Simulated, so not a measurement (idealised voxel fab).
Process module, titled voxel self aligned contacts
Each square cell in cross-section cut measures 5 nm, and the section as a whole is 170 nm wide.
In this document a cross-section is written as a grid of square cells. It is given as a series of bands, listed from the top down, and a band is one or more rows of cells. Look at the band entry: it leads with the top's height and the bottom's height in nm. Then it lists the materials left to right, with a width in nm for each. The word "all across" on a single material says that material fills the band edge to edge. The word "air" is empty space. Heads up on the height convention: 0 is the point under which the incoming wafer is all one material, and the lowest band has no bottom, it just keeps going down, like "from 0 down". Read "30->40" as a graded width: first number on top, second number at the bottom, same change between each pair of neighbouring rows. Basically "no alterations made" means that step didn't change any cell in the cross-section. Any empty space of 8 cells or more lacking an open way to the top shows up in "Cavities, sealed" as width x height at distance, distance from the left edge, in nm. after a step's settings: what the simulator itself notes on the step. The optional step-line setting "overlay nm" applies to steps with a mask and quantifies how far to the right of its planned location the mask lay, a negative value indicating leftward placement.
-- This section lists the process steps that were planned
| 1 | RECEIVE: material Si |
| 2 | OXIDIZE: depth nm 5 |
| 3 | DIRECTIONAL_DEP: material polySi, thk nm 20 |
| 4 | DIRECTIONAL_DEP: material SiN, thk nm 25 |
| 5 | DIRECTIONAL_DEP: material aC, thk nm 15 |
| 6 | PATTERN: tone cover, mask id GATE, material resist, width nm 35, pitch nm 70, thk nm 30, overlay nm 0 |
| 7 | DIRECTIONAL_ETCH: etch materials aC, depth nm 15 |
| 8 | STRIP: etch materials resist |
| 9 | DIRECTIONAL_ETCH: etch materials SiN, depth nm 15 |
| 10 | DIRECTIONAL_ETCH: etch materials polySi, depth nm 20 |
| 11 | STRIP: etch materials aC |
| 12 | CONFORMAL_DEP: material SiN, thk nm 10 |
| 13 | DIRECTIONAL_ETCH: etch materials SiN, depth nm 10 |
| 14 | FILL_DEP: material SiO2, thk nm 15 |
| 15 | CMP: height nm 50 |
| 16 | PATTERN: tone open, mask id CONTACT, material resist, width nm 55, thk nm 20, overlay nm 0 |
| 17 | DIRECTIONAL_ETCH: etch materials SiO2, depth nm 55 |
| 18 | STRIP: etch materials resist |
| 19 | CONFORMAL_DEP: material TiN, thk nm 5 |
| 20 | FILL_DEP: material Ru, thk nm 5 |
| 21 | CMP: height nm 50 |
| 22 | CONFORMAL_DEP: material SiCN, thk nm 5 |
Heads up: all these wafers start the same, and what changes between them is the depth nm in step 9. The value you see in the plan is just what the first wafer got.
-- First of several wafers, received after step 1, in cross-section
	from 0 down  Si all across
	Cavities, sealed: none
-- Cross-section of the first of several wafers once the module has run through its last step, step 22
	from 55 to 50  SiCN all across
	from 50 to 45  SiO2 (55), TiN (25), Ru (5), TiN (25), SiO2 (60)
	from 45 to 35  SiO2 (20), SiN (55), TiN (5), Ru (5), TiN (5), SiN (55), SiO2 (25)
	from 35 to 30  SiO2 (20), SiN (55), TiN (15), SiN (55), SiO2 (25)
	from 30 to 20  SiN all across
	from 20 to 0  polySi all across
	from 0 to -5  SiO2 all across
	from -5 down  Si all across
	Cavities, sealed: none
-- Module end, final wafer: cross-section
	from 55 to 50  SiCN all across
	from 50 to 45  SiO2 (55), TiN (25), Ru (5), TiN (25), SiO2 (60)
	from 45 to 20  SiO2 (20), SiN (55), TiN (5), Ru (5), TiN (5), SiN (55), SiO2 (25)
	from 20 to 0  SiO2 (20), SiN (10), polySi (35), SiN (10), TiN (5), Ru (5), TiN (5), SiN (10), polySi (35), SiN (10), SiO2 (25)
	from 0 to -5  SiO2 (75), TiN (15), SiO2 (80)
	from -5 down  Si all across
	Cavities, sealed: none
-- Heads up, this table goes wafer by wafer. A row tells you, at the end of the module, how many cells of each material that wafer has put on (+) or dropped (-) since it was received, and then its closed voids
depth nm 15 | +3 Ru | -34 Si | +34 SiCN | +134 SiN | +84 SiO2 | +17 TiN | +136 polySi | Cavities, sealed: none
depth nm 20 | +4 Ru | -34 Si | +34 SiCN | +122 SiN | +93 SiO2 | +19 TiN | +136 polySi | Cavities, sealed: none
depth nm 25 | +10 Ru | -34 Si | +34 SiCN | +142 SiN | +135 SiO2 | +31 TiN | +56 polySi | Cavities, sealed: none
depth nm 30 | +10 Ru | -34 Si | +34 SiCN | +142 SiN | +135 SiO2 | +31 TiN | +56 polySi | Cavities, sealed: none
depth nm 35 | +10 Ru | -34 Si | +34 SiCN | +142 SiN | +135 SiO2 | +31 TiN | +56 polySi | Cavities, sealed: none
depth nm 40 | +10 Ru | -34 Si | +34 SiCN | +142 SiN | +135 SiO2 | +31 TiN | +56 polySi | Cavities, sealed: none
